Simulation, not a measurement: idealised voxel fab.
process module | voxel transistor to metal
cross-section cut | 150 nm wide | cells 5 nm
A cross-section is a grid of square cells, given in bands from the top down. A band is one or more rows of cells.
Each band's line starts with the height of the band's top and of its bottom, in nm. Then come its materials from left to right, each with its width in nm. One material with "throughout" fills the band from edge to edge. "air" is empty space.
Height 0 is the level under which the wafer as received is all one material. The lowest band goes on downwards, as in "0 down".
A width such as "30 to 40" changes by the same amount from each row of cells to the next, from the band's top row to its bottom row.
"no change" after a step means that no cell of the cross-section changed.
closed voids: empty space of 8 cells or more with no open way to the top, each as width x height at its distance from the left edge, in nm
after a step's settings: what the simulator itself notes on the step
overlay nm, on a step with a mask: how far to the right of its planned place the mask lay; to the left if negative
Each pair below shows a cross-section before one step and the cross-section after it, down to the lowest band that changed. The line under each pair gives the step between them, with its settings. The pairs can come from different runs of this module on the same starting wafer, so a pair continues from the pair above only where its "before" says so.
before
  0 down: Si throughout
  closed voids: none
after
  5 to 0: SiO2 throughout
  below 0: unchanged
  closed voids: none
the step between: op CONFORMAL_DEP | material SiO2 | thk nm 5
before: the cross-section after the pair above
after
  20 to 5: SiN throughout
  below 5: unchanged
  closed voids: none
the step between: op CONFORMAL_DEP | material SiN | thk nm 15
before: the cross-section after the pair above
after
  35 to 20: aC throughout
  below 20: unchanged
  closed voids: none
the step between: op DIRECTIONAL_DEP | material aC | thk nm 15
before: the cross-section after the pair above
after
  65 to 35: air 25 | resist 95 | air 30
  below 35: unchanged
  closed voids: none
the step between: op PATTERN | tone cover | mask id ACTIVE | material resist | width nm 95 | thk nm 30 | overlay nm 0
before: the cross-section after the pair above
after
  50 to 35: air 25 | resist 95 | air 30
  35 to 20: air 25 | aC 95 | air 30
  below 20: unchanged
  closed voids: none
the step between: op DIRECTIONAL_ETCH | etch materials aC | depth nm 15
before: the cross-section after the pair above
after
  35 to 20: air 25 | aC 95 | air 30
  below 20: unchanged
  closed voids: none
the step between: op STRIP | etch materials resist
before: the cross-section after the pair above
after
  35 to 20: air 25 | aC 95 | air 30
  20 to 5: air 25 | SiN 95 | air 30
  below 5: unchanged
  closed voids: none
the step between: op DIRECTIONAL_ETCH | etch materials SiN | depth nm 15
before: the cross-section after the pair above
after
  35 to 20: air 25 | aC 95 | air 30
  20 to 5: air 25 | SiN 95 | air 30
  5 to 0: air 25 | SiO2 95 | air 30
  below 0: unchanged
  closed voids: none
the step between: op DIRECTIONAL_ETCH | etch materials SiO2 | depth nm 5
before: the cross-section after the pair above
after
  35 to 20: air 25 | aC 95 | air 30
  20 to 5: air 25 | SiN 95 | air 30
  5 to 0: air 25 | SiO2 95 | air 30
  0 to -30: air 25 | Si 95 | air 30
  below -30: unchanged
  closed voids: none
the step between: op DIRECTIONAL_ETCH | etch materials Si | depth nm 30
before: the cross-section after the pair above
after
  20 to 5: air 25 | SiN 95 | air 30
  below 5: unchanged
  closed voids: none
the step between: op STRIP | etch materials aC
before: the cross-section after the pair above
after
  30 to 20: SiO2 throughout
  20 to 5: SiO2 25 | SiN 95 | SiO2 30
  5 to 0: SiO2 throughout
  0 to -30: SiO2 25 | Si 95 | SiO2 30
  below -30: unchanged
  closed voids: none
the step between: op FILL_DEP | material SiO2 | thk nm 10
before: the cross-section after the pair above
after
  20 to 5: SiO2 25 | SiN 95 | SiO2 30
  below 5: unchanged
  closed voids: none
the step between: op CMP | height nm 20
before: the cross-section after the pair above
after
  20 to 10: air 25 | SiN 95 | air 30
  below 10: unchanged
  closed voids: none
the step between: op SELECTIVE_ETCH | etch materials SiO2 | depth nm 10
before: the cross-section after the pair above
after
  10 to 5: SiO2 25 | air 95 | SiO2 30
  below 5: unchanged
  closed voids: none
the step between: op STRIP | etch materials SiN
before: the cross-section after the pair above
after
  5 to 0: SiO2 20 | air 105 | SiO2 25
  below 0: unchanged
  closed voids: none
the step between: op SELECTIVE_ETCH | etch materials SiO2 | depth nm 5
before: the cross-section after the pair above
after
  5 to 0: SiO2 20 | air 105 | SiO2 25
  0 to -5: SiO2 throughout
  below -5: unchanged
  closed voids: none
the step between: op OXIDIZE | depth nm 5
before: the cross-section after the pair above
after
  30 to 25: polySi 20 | air 105 | polySi 25
  25 to 5: polySi throughout
  5 to 0: SiO2 20 | polySi 105 | SiO2 25
  below 0: unchanged
  closed voids: none
the step between: op DIRECTIONAL_DEP | material polySi | thk nm 25
before: the cross-section after the pair above
after
  45 to 40: SiCN 20 | air 105 | SiCN 25
  40 to 30: SiCN throughout
  30 to 25: polySi 20 | SiCN 105 | polySi 25
  below 25: unchanged
  closed voids: none
the step between: op DIRECTIONAL_DEP | material SiCN | thk nm 15
before: the cross-section after the pair above
after
  60 to 45: air 65 | resist 15 | air 70
  45 to 40: SiCN 20 | air 45 | resist 15 | air 45 | SiCN 25
  below 40: unchanged
  closed voids: none
the step between: op PATTERN | tone cover | mask id GATE | material resist | width nm 15 | thk nm 15 | overlay nm 0
before: the cross-section after the pair above
after
  60 to 40: air 65 | resist 15 | air 70
  40 to 30: air 65 | SiCN 15 | air 70
  30 to 25: polySi 20 | air 45 | SiCN 15 | air 45 | polySi 25
  below 25: unchanged
  closed voids: none
the step between: op DIRECTIONAL_ETCH | etch materials SiCN | depth nm 25
before: the cross-section after the pair above
after
  60 to 40: air 65 | resist 15 | air 70
  40 to 25: air 65 | SiCN 15 | air 70
  25 to 5: air 65 | polySi 15 | air 70
  5 to 0: SiO2 20 | air 45 | polySi 15 | air 45 | SiO2 25
  below 0: unchanged
  closed voids: none
the step between: op DIRECTIONAL_ETCH | etch materials polySi | depth nm 35
before: the cross-section after the pair above
after
  40 to 25: air 65 | SiCN 15 | air 70
  below 25: unchanged
  closed voids: none
the step between: op STRIP | etch materials resist
before: the cross-section after the pair above
after
  50 to 40: air 55 | SiN 35 | air 60
  40 to 25: air 55 | SiN 10 | SiCN 15 | SiN 10 | air 60
  25 to 15: air 55 | SiN 10 | polySi 15 | SiN 10 | air 60
  15 to 10: SiN 30 | air 25 | SiN 10 | polySi 15 | SiN 10 | air 25 | SiN 35
  10 to 5: SiN 65 | polySi 15 | SiN 70
  5 to 0: SiO2 20 | SiN 45 | polySi 15 | SiN 45 | SiO2 25
  below 0: unchanged
  closed voids: none
the step between: op CONFORMAL_DEP | material SiN | thk nm 10
before: the cross-section after the pair above
after
  40 to 25: air 55 | SiN 10 | SiCN 15 | SiN 10 | air 60
  25 to 5: air 55 | SiN 10 | polySi 15 | SiN 10 | air 60
  5 to 0: SiO2 20 | SiN 10 | air 25 | SiN 10 | polySi 15 | SiN 10 | air 25 | SiN 10 | SiO2 25
  below 0: unchanged
  closed voids: none
the step between: op DIRECTIONAL_ETCH | etch materials SiN | depth nm 10
before: the cross-section after the pair above
after
  40 to 25: air 55 | SiN 10 | SiCN 15 | SiN 10 | air 60
  25 to 5: air 55 | SiN 10 | polySi 15 | SiN 10 | air 60
  5 to 0: air 20 | SiN 10 | air 25 | SiN 10 | polySi 15 | SiN 10 | air 25 | SiN 10 | air 25
  0 to -5: SiO2 30 | air 25 | SiO2 35 | air 25 | SiO2 35
  below -5: unchanged
  closed voids: none
the step between: op DIRECTIONAL_ETCH | etch materials SiO2 | depth nm 5
before: the cross-section after the pair above
after
  40 to 25: air 55 | SiN 10 | SiCN 15 | SiN 10 | air 60
  25 to 5: air 55 | SiN 10 | polySi 15 | SiN 10 | air 60
  5 to 0: air 20 | SiN 10 | air 25 | SiN 10 | polySi 15 | SiN 10 | air 25 | SiN 10 | air 25
  0 to -5: SiO2 30 | SiGe 25 | SiO2 35 | SiGe 25 | SiO2 35
  below -5: unchanged
  closed voids: none
the step between: op EPI | material SiGe | thk nm 5
before: the cross-section after the pair above
after
  50 to 40: SiO2 throughout
  40 to 25: SiO2 55 | SiN 10 | SiCN 15 | SiN 10 | SiO2 60
  25 to 5: SiO2 55 | SiN 10 | polySi 15 | SiN 10 | SiO2 60
  5 to 0: SiO2 20 | SiN 10 | SiO2 25 | SiN 10 | polySi 15 | SiN 10 | SiO2 25 | SiN 10 | SiO2 25
  below 0: unchanged
  closed voids: none
the step between: op FILL_DEP | material SiO2 | thk nm 10
before: the cross-section after the pair above
after
  40 to 25: SiO2 55 | SiN 10 | SiCN 15 | SiN 10 | SiO2 60
  below 25: unchanged
  closed voids: none
the step between: op CMP | height nm 40
before: the cross-section after the pair above
after
  55 to 40: SiO2 throughout
  below 40: unchanged
  closed voids: none
the step between: op DIRECTIONAL_DEP | material SiO2 | thk nm 15
before: the cross-section after the pair above
after
  55 to 40: SiO2 30 | air 20 | SiO2 45 | air 20 | SiO2 35
  40 to 25: SiO2 30 | air 20 | SiO2 5 | SiN 10 | SiCN 15 | SiN 10 | SiO2 5 | air 20 | SiO2 35
  25 to 5: SiO2 30 | air 20 | SiO2 5 | SiN 10 | polySi 15 | SiN 10 | SiO2 5 | air 20 | SiO2 35
  5 to 0: SiO2 20 | SiN 10 | air 20 | SiO2 5 | SiN 10 | polySi 15 | SiN 10 | SiO2 5 | air 20 | SiN 10 | SiO2 25
  below 0: unchanged
  closed voids: none
the step between: op MASKED_ETCH | tone open | mask id CONTACT | width nm 20 | pitch nm 65 | etch materials SiO2 | depth nm 55 | overlay nm 0
before: the cross-section after the pair above
after
  60 to 55: TiN 35 | air 10 | TiN 55 | air 10 | TiN 40
  55 to 40: SiO2 30 | TiN 5 | air 10 | TiN 5 | SiO2 45 | TiN 5 | air 10 | TiN 5 | SiO2 35
  40 to 25: SiO2 30 | TiN 5 | air 10 | TiN 5 | SiO2 5 | SiN 10 | SiCN 15 | SiN 10 | SiO2 5 | TiN 5 | air 10 | TiN 5 | SiO2 35
  25 to 5: SiO2 30 | TiN 5 | air 10 | TiN 5 | SiO2 5 | SiN 10 | polySi 15 | SiN 10 | SiO2 5 | TiN 5 | air 10 | TiN 5 | SiO2 35
  5 to 0: SiO2 20 | SiN 10 | TiN 20 | SiO2 5 | SiN 10 | polySi 15 | SiN 10 | SiO2 5 | TiN 20 | SiN 10 | SiO2 25
  below 0: unchanged
  closed voids: none
the step between: op CONFORMAL_DEP | material TiN | thk nm 5
before: the cross-section after the pair above
after
  70 to 60: W throughout
  60 to 55: TiN 35 | W 10 | TiN 55 | W 10 | TiN 40
  55 to 40: SiO2 30 | TiN 5 | W 10 | TiN 5 | SiO2 45 | TiN 5 | W 10 | TiN 5 | SiO2 35
  40 to 25: SiO2 30 | TiN 5 | W 10 | TiN 5 | SiO2 5 | SiN 10 | SiCN 15 | SiN 10 | SiO2 5 | TiN 5 | W 10 | TiN 5 | SiO2 35
  25 to 5: SiO2 30 | TiN 5 | W 10 | TiN 5 | SiO2 5 | SiN 10 | polySi 15 | SiN 10 | SiO2 5 | TiN 5 | W 10 | TiN 5 | SiO2 35
  below 5: unchanged
  closed voids: none
the step between: op FILL_DEP | material W | thk nm 10
before: the cross-section after the pair above
after
  55 to 40: SiO2 30 | TiN 5 | W 10 | TiN 5 | SiO2 45 | TiN 5 | W 10 | TiN 5 | SiO2 35
  below 40: unchanged
  closed voids: none
the step between: op CMP | height nm 55
before: the cross-section after the pair above
after
  60 to 55: SiCN throughout
  below 55: unchanged
  closed voids: none
the step between: op CONFORMAL_DEP | material SiCN | thk nm 5
before: the cross-section after the pair above
after
  85 to 60: SiO2 throughout
  below 60: unchanged
  closed voids: none
the step between: op DIRECTIONAL_DEP | material SiO2 | thk nm 25
before: the cross-section after the pair above
after
  95 to 85: aC throughout
  below 85: unchanged
  closed voids: none
the step between: op DIRECTIONAL_DEP | material aC | thk nm 10
before: the cross-section after the pair above
after
  120 to 95: resist 30 | air 20 | resist 45 | air 20 | resist 35
  below 95: unchanged
  closed voids: none
the step between: op PATTERN | tone open | mask id METAL_1 | material resist | width nm 20 | pitch nm 65 | thk nm 25 | overlay nm 0
before: the cross-section after the pair above
after
  110 to 95: resist 30 | air 20 | resist 45 | air 20 | resist 35
  95 to 85: aC 30 | air 20 | aC 45 | air 20 | aC 35
  below 85: unchanged
  closed voids: none
the step between: op DIRECTIONAL_ETCH | etch materials aC | depth nm 10
before: the cross-section after the pair above
after
  95 to 85: aC 30 | air 20 | aC 45 | air 20 | aC 35
  below 85: unchanged
  closed voids: none
the step between: op STRIP | etch materials resist
before: the cross-section after the pair above
after
  95 to 85: aC 30 | air 20 | aC 45 | air 20 | aC 35
  85 to 60: SiO2 30 | air 20 | SiO2 45 | air 20 | SiO2 35
  below 60: unchanged
  closed voids: none
the step between: op DIRECTIONAL_ETCH | etch materials SiO2 | depth nm 25
before: the cross-section after the pair above
after
  95 to 85: aC 30 | air 20 | aC 45 | air 20 | aC 35
  85 to 60: SiO2 30 | air 20 | SiO2 45 | air 20 | SiO2 35
  60 to 55: SiCN 30 | air 20 | SiCN 45 | air 20 | SiCN 35
  below 55: unchanged
  closed voids: none
the step between: op DIRECTIONAL_ETCH | etch materials SiCN | depth nm 5
before: the cross-section after the pair above
after
  85 to 60: SiO2 30 | air 20 | SiO2 45 | air 20 | SiO2 35
  below 60: unchanged
  closed voids: none
the step between: op STRIP | etch materials aC
before: the cross-section after the pair above
after
  90 to 85: TiN 35 | air 10 | TiN 55 | air 10 | TiN 40
  85 to 60: SiO2 30 | TiN 5 | air 10 | TiN 5 | SiO2 45 | TiN 5 | air 10 | TiN 5 | SiO2 35
  60 to 55: SiCN 30 | TiN 20 | SiCN 45 | TiN 20 | SiCN 35
  below 55: unchanged
  closed voids: none
the step between: op CONFORMAL_DEP | material TiN | thk nm 5
before: the cross-section after the pair above
after
  100 to 90: Cu throughout
  90 to 85: TiN 35 | Cu 10 | TiN 55 | Cu 10 | TiN 40
  85 to 60: SiO2 30 | TiN 5 | Cu 10 | TiN 5 | SiO2 45 | TiN 5 | Cu 10 | TiN 5 | SiO2 35
  below 60: unchanged
  closed voids: none
the step between: op FILL_DEP | material Cu | thk nm 10
before: the cross-section after the pair above
after
  85 to 60: SiO2 30 | TiN 5 | Cu 10 | TiN 5 | SiO2 45 | TiN 5 | Cu 10 | TiN 5 | SiO2 35
  below 60: unchanged
  closed voids: none
the step between: op CMP | height nm 85
before: the cross-section after the pair above
after
  90 to 85: air 25 | Ru 30 | air 35 | Ru 30 | air 30
  below 85: unchanged
  closed voids: none
the step between: op EPI | material Ru | thk nm 5
before: the cross-section after the pair above
after
  95 to 90: SiCN throughout
  90 to 85: SiCN 25 | Ru 30 | SiCN 35 | Ru 30 | SiCN 30
  below 85: unchanged
  closed voids: none
the step between: op FILL_DEP | material SiCN | thk nm 5
before: the cross-section after the pair above
after
  120 to 95: SiO2 throughout
  below 95: unchanged
  closed voids: none
the step between: op DIRECTIONAL_DEP | material SiO2 | thk nm 25
before: the cross-section after the pair above
after
  140 to 120: resist 30 | air 20 | resist 45 | air 20 | resist 35
  below 120: unchanged
  closed voids: none
the step between: op PATTERN | tone open | mask id METAL_2 | material resist | width nm 20 | pitch nm 65 | thk nm 20 | overlay nm 0
before: the cross-section after the pair above
after
  140 to 120: resist 30 | air 20 | resist 45 | air 20 | resist 35
  120 to 105: SiO2 30 | air 20 | SiO2 45 | air 20 | SiO2 35
  below 105: unchanged
  closed voids: none
the step between: op DIRECTIONAL_ETCH | etch materials SiO2 | depth nm 15
before: the cross-section after the pair above
after
  120 to 105: SiO2 30 | air 20 | SiO2 45 | air 20 | SiO2 35
  below 105: unchanged
  closed voids: none
the step between: op STRIP | etch materials resist
before: the cross-section after the pair above
after
  130 to 120: aC 30 | air 20 | aC 45 | air 20 | aC 35
  120 to 115: SiO2 30 | air 20 | SiO2 45 | air 20 | SiO2 35
  115 to 105: SiO2 30 | aC 20 | SiO2 45 | aC 20 | SiO2 35
  below 105: unchanged
  closed voids: none
the step between: op DIRECTIONAL_DEP | material aC | thk nm 10
before: the cross-section after the pair above
after
  160 to 130: resist 30 | air 15 | resist 50 | air 15 | resist 40
  130 to 120: aC 30 | air 15 | resist 5 | aC 45 | air 15 | resist 5 | aC 35
  120 to 115: SiO2 30 | air 15 | resist 5 | SiO2 45 | air 15 | resist 5 | SiO2 35
  below 115: unchanged
  closed voids: none
the step between: op PATTERN | tone open | mask id METAL_2_HOLES | material resist | width nm 15 | pitch nm 65 | thk nm 30 | overlay nm 0
before: the cross-section after the pair above
after
  150 to 130: resist 30 | air 15 | resist 50 | air 15 | resist 40
  130 to 120: aC 30 | air 15 | resist 5 | aC 45 | air 15 | resist 5 | aC 35
  120 to 115: SiO2 30 | air 15 | resist 5 | SiO2 45 | air 15 | resist 5 | SiO2 35
  115 to 105: SiO2 30 | air 15 | aC 5 | SiO2 45 | air 15 | aC 5 | SiO2 35
  below 105: unchanged
  closed voids: none
the step between: op DIRECTIONAL_ETCH | etch materials aC | depth nm 10
before: the cross-section after the pair above
after
  130 to 120: aC 30 | air 20 | aC 45 | air 20 | aC 35
  120 to 115: SiO2 30 | air 20 | SiO2 45 | air 20 | SiO2 35
  below 115: unchanged
  closed voids: none
the step between: op STRIP | etch materials resist
before: the cross-section after the pair above
after
  130 to 120: aC 30 | air 20 | aC 45 | air 20 | aC 35
  120 to 115: SiO2 30 | air 20 | SiO2 45 | air 20 | SiO2 35
  115 to 105: SiO2 30 | air 15 | aC 5 | SiO2 45 | air 15 | aC 5 | SiO2 35
  105 to 95: SiO2 30 | air 15 | SiO2 50 | air 15 | SiO2 40
  below 95: unchanged
  closed voids: none
the step between: op DIRECTIONAL_ETCH | etch materials SiO2 | depth nm 10
before: the cross-section after the pair above
after
  130 to 120: aC 30 | air 20 | aC 45 | air 20 | aC 35
  120 to 115: SiO2 30 | air 20 | SiO2 45 | air 20 | SiO2 35
  115 to 105: SiO2 30 | air 15 | aC 5 | SiO2 45 | air 15 | aC 5 | SiO2 35
  105 to 95: SiO2 30 | air 15 | SiO2 50 | air 15 | SiO2 40
  95 to 90: SiCN 30 | air 15 | SiCN 50 | air 15 | SiCN 40
  below 90: unchanged
  closed voids: none
the step between: op DIRECTIONAL_ETCH | etch materials SiCN | depth nm 5
before: the cross-section after the pair above
after
  120 to 105: SiO2 30 | air 20 | SiO2 45 | air 20 | SiO2 35
  below 105: unchanged
  closed voids: none
the step between: op STRIP | etch materials aC
before: the cross-section after the pair above
after
  125 to 120: TiN 35 | air 10 | TiN 55 | air 10 | TiN 40
  120 to 110: SiO2 30 | TiN 5 | air 10 | TiN 5 | SiO2 45 | TiN 5 | air 10 | TiN 5 | SiO2 35
  110 to 105: SiO2 30 | TiN 5 | air 5 | TiN 10 | SiO2 45 | TiN 5 | air 5 | TiN 10 | SiO2 35
  105 to 95: SiO2 30 | TiN 5 | air 5 | TiN 5 | SiO2 50 | TiN 5 | air 5 | TiN 5 | SiO2 40
  95 to 90: SiCN 30 | TiN 15 | SiCN 50 | TiN 15 | SiCN 40
  below 90: unchanged
  closed voids: none
the step between: op CONFORMAL_DEP | material TiN | thk nm 5
before: the cross-section after the pair above
after
  130 to 125: Cu throughout
  125 to 120: TiN 35 | Cu 10 | TiN 55 | Cu 10 | TiN 40
  120 to 110: SiO2 30 | TiN 5 | Cu 10 | TiN 5 | SiO2 45 | TiN 5 | Cu 10 | TiN 5 | SiO2 35
  110 to 105: SiO2 30 | TiN 5 | Cu 5 | TiN 10 | SiO2 45 | TiN 5 | Cu 5 | TiN 10 | SiO2 35
  105 to 95: SiO2 30 | TiN 5 | Cu 5 | TiN 5 | SiO2 50 | TiN 5 | Cu 5 | TiN 5 | SiO2 40
  below 95: unchanged
  closed voids: none
the step between: op FILL_DEP | material Cu | thk nm 5
before: the cross-section after the pair above
after
  120 to 110: SiO2 30 | TiN 5 | Cu 10 | TiN 5 | SiO2 45 | TiN 5 | Cu 10 | TiN 5 | SiO2 35
  below 110: unchanged
  closed voids: none
the step between: op CMP | height nm 120
before: the cross-section after the pair above
after
  125 to 120: SiN throughout
  below 120: unchanged
  closed voids: none
the step between: op CONFORMAL_DEP | material SiN | thk nm 5
before
  90 to 85: air 25 | Ru 30 | air 35 | Ru 30 | air 30
  85 to 60: SiO2 30 | TiN 5 | Cu 10 | TiN 5 | SiO2 45 | TiN 5 | Cu 10 | TiN 5 | SiO2 35
  60 to 55: SiCN 30 | TiN 20 | SiCN 45 | TiN 20 | SiCN 35
  55 to 40: SiO2 30 | TiN 5 | W 10 | TiN 5 | SiO2 45 | TiN 5 | W 10 | TiN 5 | SiO2 35
  40 to 25: SiO2 30 | TiN 5 | W 10 | TiN 5 | SiO2 5 | SiN 10 | SiCN 15 | SiN 10 | SiO2 5 | TiN 5 | W 10 | TiN 5 | SiO2 35
  25 to 5: SiO2 30 | TiN 5 | W 10 | TiN 5 | SiO2 5 | SiN 10 | polySi 15 | SiN 10 | SiO2 5 | TiN 5 | W 10 | TiN 5 | SiO2 35
  5 to 0: SiO2 20 | SiN 10 | TiN 20 | SiO2 5 | SiN 10 | polySi 15 | SiN 10 | SiO2 5 | TiN 20 | SiN 10 | SiO2 25
  0 to -5: SiO2 30 | SiGe 25 | SiO2 35 | SiGe 25 | SiO2 35
  -5 to -30: SiO2 25 | Si 95 | SiO2 30
  -30 down: Si throughout
  closed voids: none
after
  115 to 110: air 25 | SiO2 30 | air 35 | SiO2 30 | air 30
  110 to 90: SiO2 throughout
  90 to 85: SiO2 25 | Ru 30 | SiO2 35 | Ru 30 | SiO2 30
  below 85: unchanged
  closed voids: none
the step between: op DIRECTIONAL_DEP | material SiO2 | thk nm 25
before: the cross-section after the pair above
after
  135 to 115: resist 30 | air 20 | resist 45 | air 20 | resist 35
  115 to 110: resist 25 | SiO2 30 | resist 35 | SiO2 30 | resist 30
  below 110: unchanged
  closed voids: none
the step between: op PATTERN | tone open | mask id METAL_2 | material resist | width nm 20 | pitch nm 65 | thk nm 20 | overlay nm 0
before: the cross-section after the pair above
after
  135 to 115: resist 30 | air 20 | resist 45 | air 20 | resist 35
  115 to 110: resist 25 | SiO2 5 | air 20 | SiO2 5 | resist 35 | SiO2 5 | air 20 | SiO2 5 | resist 30
  110 to 100: SiO2 30 | air 20 | SiO2 45 | air 20 | SiO2 35
  below 100: unchanged
  closed voids: none
the step between: op DIRECTIONAL_ETCH | etch materials SiO2 | depth nm 15
before: the cross-section after the pair above
after
  115 to 110: air 25 | SiO2 5 | air 20 | SiO2 5 | air 35 | SiO2 5 | air 20 | SiO2 5 | air 30
  below 110: unchanged
  closed voids: none
the step between: op STRIP | etch materials resist
before: the cross-section after the pair above
after
  125 to 120: air 25 | aC 5 | air 20 | aC 5 | air 35 | aC 5 | air 20 | aC 5 | air 30
  120 to 115: aC 30 | air 20 | aC 45 | air 20 | aC 35
  115 to 110: aC 25 | SiO2 5 | air 20 | SiO2 5 | aC 35 | SiO2 5 | air 20 | SiO2 5 | aC 30
  110 to 100: SiO2 30 | aC 20 | SiO2 45 | aC 20 | SiO2 35
  below 100: unchanged
  closed voids: none
the step between: op DIRECTIONAL_DEP | material aC | thk nm 10
before: the cross-section after the pair above
after
  155 to 125: resist 30 | air 15 | resist 50 | air 15 | resist 40
  125 to 120: resist 25 | aC 5 | air 15 | resist 5 | aC 5 | resist 35 | aC 5 | air 15 | resist 5 | aC 5 | resist 30
  120 to 115: aC 30 | air 15 | resist 5 | aC 45 | air 15 | resist 5 | aC 35
  115 to 110: aC 25 | SiO2 5 | air 15 | resist 5 | SiO2 5 | aC 35 | SiO2 5 | air 15 | resist 5 | SiO2 5 | aC 30
  below 110: unchanged
  closed voids: none
the step between: op PATTERN | tone open | mask id METAL_2_HOLES | material resist | width nm 15 | pitch nm 65 | thk nm 30 | overlay nm 0
before: the cross-section after the pair above
after
  145 to 125: resist 30 | air 15 | resist 50 | air 15 | resist 40
  125 to 120: resist 25 | aC 5 | air 15 | resist 5 | aC 5 | resist 35 | aC 5 | air 15 | resist 5 | aC 5 | resist 30
  120 to 115: aC 30 | air 15 | resist 5 | aC 45 | air 15 | resist 5 | aC 35
  115 to 110: aC 25 | SiO2 5 | air 15 | resist 5 | SiO2 5 | aC 35 | SiO2 5 | air 15 | resist 5 | SiO2 5 | aC 30
  110 to 100: SiO2 30 | air 15 | aC 5 | SiO2 45 | air 15 | aC 5 | SiO2 35
  below 100: unchanged
  closed voids: none
the step between: op DIRECTIONAL_ETCH | etch materials aC | depth nm 10
before: the cross-section after the pair above
after
  125 to 120: air 25 | aC 5 | air 20 | aC 5 | air 35 | aC 5 | air 20 | aC 5 | air 30
  120 to 115: aC 30 | air 20 | aC 45 | air 20 | aC 35
  115 to 110: aC 25 | SiO2 5 | air 20 | SiO2 5 | aC 35 | SiO2 5 | air 20 | SiO2 5 | aC 30
  below 110: unchanged
  closed voids: none
the step between: op STRIP | etch materials resist
before: the cross-section after the pair above
after
  125 to 120: air 25 | aC 5 | air 20 | aC 5 | air 35 | aC 5 | air 20 | aC 5 | air 30
  120 to 115: aC 30 | air 20 | aC 45 | air 20 | aC 35
  115 to 110: aC 25 | SiO2 5 | air 20 | SiO2 5 | aC 35 | SiO2 5 | air 20 | SiO2 5 | aC 30
  110 to 100: SiO2 30 | air 15 | aC 5 | SiO2 45 | air 15 | aC 5 | SiO2 35
  100 to 90: SiO2 30 | air 15 | SiO2 50 | air 15 | SiO2 40
  below 90: unchanged
  closed voids: none
the step between: op DIRECTIONAL_ETCH | etch materials SiO2 | depth nm 10
before: the cross-section after the pair above
after
  115 to 110: air 25 | SiO2 5 | air 20 | SiO2 5 | air 35 | SiO2 5 | air 20 | SiO2 5 | air 30
  110 to 100: SiO2 30 | air 20 | SiO2 45 | air 20 | SiO2 35
  below 100: unchanged
  closed voids: none
the step between: op STRIP | etch materials aC
before: the cross-section after the pair above
after
  120 to 115: air 20 | TiN 15 | air 10 | TiN 15 | air 25 | TiN 15 | air 10 | TiN 15 | air 25
  115 to 110: TiN 25 | SiO2 5 | TiN 5 | air 10 | TiN 5 | SiO2 5 | TiN 35 | SiO2 5 | TiN 5 | air 10 | TiN 5 | SiO2 5 | TiN 30
  110 to 100: SiO2 30 | TiN 5 | air 10 to 5 | TiN 5 to 10 | SiO2 45 | TiN 5 | air 10 to 5 | TiN 5 to 10 | SiO2 35
  100 to 95: SiO2 30 | TiN 5 | air 5 | TiN 5 | SiO2 50 | TiN 5 | air 5 | TiN 5 | SiO2 40
  95 to 90: SiO2 30 | TiN 15 | SiO2 50 | TiN 15 | SiO2 40
  below 90: unchanged
  closed voids: none
the step between: op CONFORMAL_DEP | material TiN | thk nm 5
before: the cross-section after the pair above
after
  125 to 120: Cu throughout
  120 to 115: Cu 20 | TiN 15 | Cu 10 | TiN 15 | Cu 25 | TiN 15 | Cu 10 | TiN 15 | Cu 25
  115 to 110: TiN 25 | SiO2 5 | TiN 5 | Cu 10 | TiN 5 | SiO2 5 | TiN 35 | SiO2 5 | TiN 5 | Cu 10 | TiN 5 | SiO2 5 | TiN 30
  110 to 100: SiO2 30 | TiN 5 | Cu 10 to 5 | TiN 5 to 10 | SiO2 45 | TiN 5 | Cu 10 to 5 | TiN 5 to 10 | SiO2 35
  100 to 95: SiO2 30 | TiN 5 | Cu 5 | TiN 5 | SiO2 50 | TiN 5 | Cu 5 | TiN 5 | SiO2 40
  below 95: unchanged
  closed voids: none
the step between: op FILL_DEP | material Cu | thk nm 5
before: the cross-section after the pair above
after
  120 to 115: Cu 20 | TiN 15 | Cu 10 | TiN 15 | Cu 25 | TiN 15 | Cu 10 | TiN 15 | Cu 25
  below 115: unchanged
  closed voids: none
the step between: op CMP | height nm 120
before: the cross-section after the pair above
after
  125 to 120: SiN throughout
  below 120: unchanged
  closed voids: none
the step between: op CONFORMAL_DEP | material SiN | thk nm 5
before
  45 to 40: SiCN 20 | air 105 | SiCN 25
  40 to 30: SiCN throughout
  30 to 25: polySi 20 | SiCN 105 | polySi 25
  25 to 5: polySi throughout
  5 to 0: SiO2 20 | polySi 105 | SiO2 25
  0 to -5: SiO2 throughout
  -5 to -30: SiO2 25 | Si 95 | SiO2 30
  -30 down: Si throughout
  closed voids: none
after
  60 to 55: SiCN 20 | air 105 | SiCN 25
  55 to 30: SiCN throughout
  below 30: unchanged
  closed voids: none
the step between: op DIRECTIONAL_DEP | material SiCN | thk nm 15
before: the cross-section after the pair above
after
  75 to 60: air 65 | resist 15 | air 70
  60 to 55: SiCN 20 | air 45 | resist 15 | air 45 | SiCN 25
  below 55: unchanged
  closed voids: none
the step between: op PATTERN | tone cover | mask id GATE | material resist | width nm 15 | thk nm 15 | overlay nm 0
before: the cross-section after the pair above
after
  75 to 55: air 65 | resist 15 | air 70
  55 to 35: air 65 | SiCN 15 | air 70
  35 to 30: SiCN 20 | air 45 | SiCN 15 | air 45 | SiCN 25
  below 30: unchanged
  closed voids: none
the step between: op DIRECTIONAL_ETCH | etch materials SiCN | depth nm 25
before: the cross-section after the pair above
after
  55 to 35: air 65 | SiCN 15 | air 70
  below 35: unchanged
  closed voids: none
the step between: op STRIP | etch materials resist
before: the cross-section after the pair above
after
  65 to 55: air 55 | SiN 35 | air 60
  55 to 45: air 55 | SiN 10 | SiCN 15 | SiN 10 | air 60
  45 to 40: SiN 30 | air 25 | SiN 10 | SiCN 15 | SiN 10 | air 25 | SiN 35
  40 to 35: SiN 65 | SiCN 15 | SiN 70
  35 to 30: SiCN 20 | SiN 45 | SiCN 15 | SiN 45 | SiCN 25
  below 30: unchanged
  closed voids: none
the step between: op CONFORMAL_DEP | material SiN | thk nm 10
before: the cross-section after the pair above
after
  55 to 35: air 55 | SiN 10 | SiCN 15 | SiN 10 | air 60
  35 to 30: SiCN 20 | SiN 10 | air 25 | SiN 10 | SiCN 15 | SiN 10 | air 25 | SiN 10 | SiCN 25
  below 30: unchanged
  closed voids: none
the step between: op DIRECTIONAL_ETCH | etch materials SiN | depth nm 10
before: the cross-section after the pair above
after
  65 to 55: SiO2 throughout
  55 to 35: SiO2 55 | SiN 10 | SiCN 15 | SiN 10 | SiO2 60
  35 to 30: SiCN 20 | SiN 10 | SiO2 25 | SiN 10 | SiCN 15 | SiN 10 | SiO2 25 | SiN 10 | SiCN 25
  below 30: unchanged
  closed voids: none
the step between: op FILL_DEP | material SiO2 | thk nm 10
before: the cross-section after the pair above
after
  40 to 35: SiO2 55 | SiN 10 | SiCN 15 | SiN 10 | SiO2 60
  below 35: unchanged
  closed voids: none
the step between: op CMP | height nm 40
before: the cross-section after the pair above
after
  55 to 40: SiO2 throughout
  below 40: unchanged
  closed voids: none
the step between: op DIRECTIONAL_DEP | material SiO2 | thk nm 15
